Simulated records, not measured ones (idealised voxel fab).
process module | voxel gate over fins
cross-section cut | 295 nm wide | cells 5 nm
A cross-section is a grid of square cells, given in bands from the top down. A band is one or more rows of cells.
Each band's line starts with the height of the band's top and of its bottom, in nm. Then come its materials from left to right, each with its width in nm. One material with "throughout" fills the band from edge to edge. "air" is empty space.
Height 0 is the level under which the wafer as received is all one material. The lowest band goes on downwards, as in "0 down".
A width such as "30 to 40" changes by the same amount from each row of cells to the next, from the band's top row to its bottom row.
"no change" after a step means that no cell of the cross-section changed.
closed voids: empty space of 8 cells or more with no open way to the top, each as width x height at its distance from the left edge, in nm
after a step's settings: what the simulator itself notes on the step
overlay nm, on a step with a mask: how far to the right of its planned place the mask lay; to the left if negative
plan
1 op RECEIVE | material Si
2 op CONFORMAL_DEP | material SiN | thk nm 10
3 op MASKED_ETCH | tone cover | mask id FINS | width nm 15 | pitch nm 55 | etch materials SiN | depth nm 10 | overlay nm 0
4 op MASKED_ETCH | tone cover | mask id FINS | width nm 15 | pitch nm 55 | etch materials Si | depth nm 30 | overlay nm 0
5 op OXIDIZE | depth nm 5
6 op FILL_DEP | material SiO2 | thk nm 5
7 op CMP | height nm 10
8 op MASKED_ETCH | tone open | mask id RAIL | width nm 15 | etch materials SiO2 | depth nm 35 | overlay nm 0
9 op CONFORMAL_DEP | material TiN | thk nm 5
10 op FILL_DEP | material W | thk nm 10
11 op CMP | height nm 10
12 op SELECTIVE_ETCH | etch materials W Ru TiN | depth nm 30
13 op FILL_DEP | material SiO2 | thk nm 5
14 op CMP | height nm 10
15 op SELECTIVE_ETCH | etch materials SiO2 | depth nm 25
16 op STRIP | etch materials SiN
17 op CONFORMAL_DEP | material HfO2 | thk nm 5
18 op CONFORMAL_DEP | material TiN | thk nm 5
19 op FILL_DEP | material W | thk nm 10
20 op CMP | height nm 15
21 op CONFORMAL_DEP | material SiN | thk nm 5
as received, after step 1
  0 down: Si throughout
  closed voids: none
a wafer at the end: this start, this plan, one mistake
  20 to 15: SiN throughout
  15 to 10: W throughout
  10 to 5: W 105 | TiN 25 | W 30 | TiN 25 | W 110
  5 to 0: W 105 | TiN 5 | HfO2 15 | TiN 40 | HfO2 15 | TiN 5 | W 110
  0 to -5: W 105 | TiN 5 | HfO2 5 | Si 5 | HfO2 5 | TiN 5 | HfO2 25 | TiN 10 | HfO2 5 | Si 5 | HfO2 5 | TiN 5 | W 110
  -5 to -10: TiN 110 | HfO2 5 | Si 5 | HfO2 5 | TiN 5 | HfO2 5 | TiN 5 | W 5 | TiN 5 | HfO2 5 | TiN 10 | HfO2 5 | Si 5 | HfO2 5 | TiN 115
  -10 to -15: HfO2 115 | Si 5 | HfO2 15 | TiN 5 | W 5 | TiN 5 | HfO2 20 | Si 5 | HfO2 120
  -15 to -20: SiO2 115 | Si 5 | SiO2 15 | TiN 5 | W 5 | TiN 5 | SiO2 20 | Si 5 | SiO2 120
  -20 to -25: SiO2 115 | Si 5 | SiO2 15 | TiN 15 | SiO2 20 | Si 5 | SiO2 120
  -25 to -35: SiO2 115 | Si 5 | SiO2 50 | Si 5 | SiO2 120
  -35 down: Si throughout
  closed voids: none
what went wrong: step 11 was left out
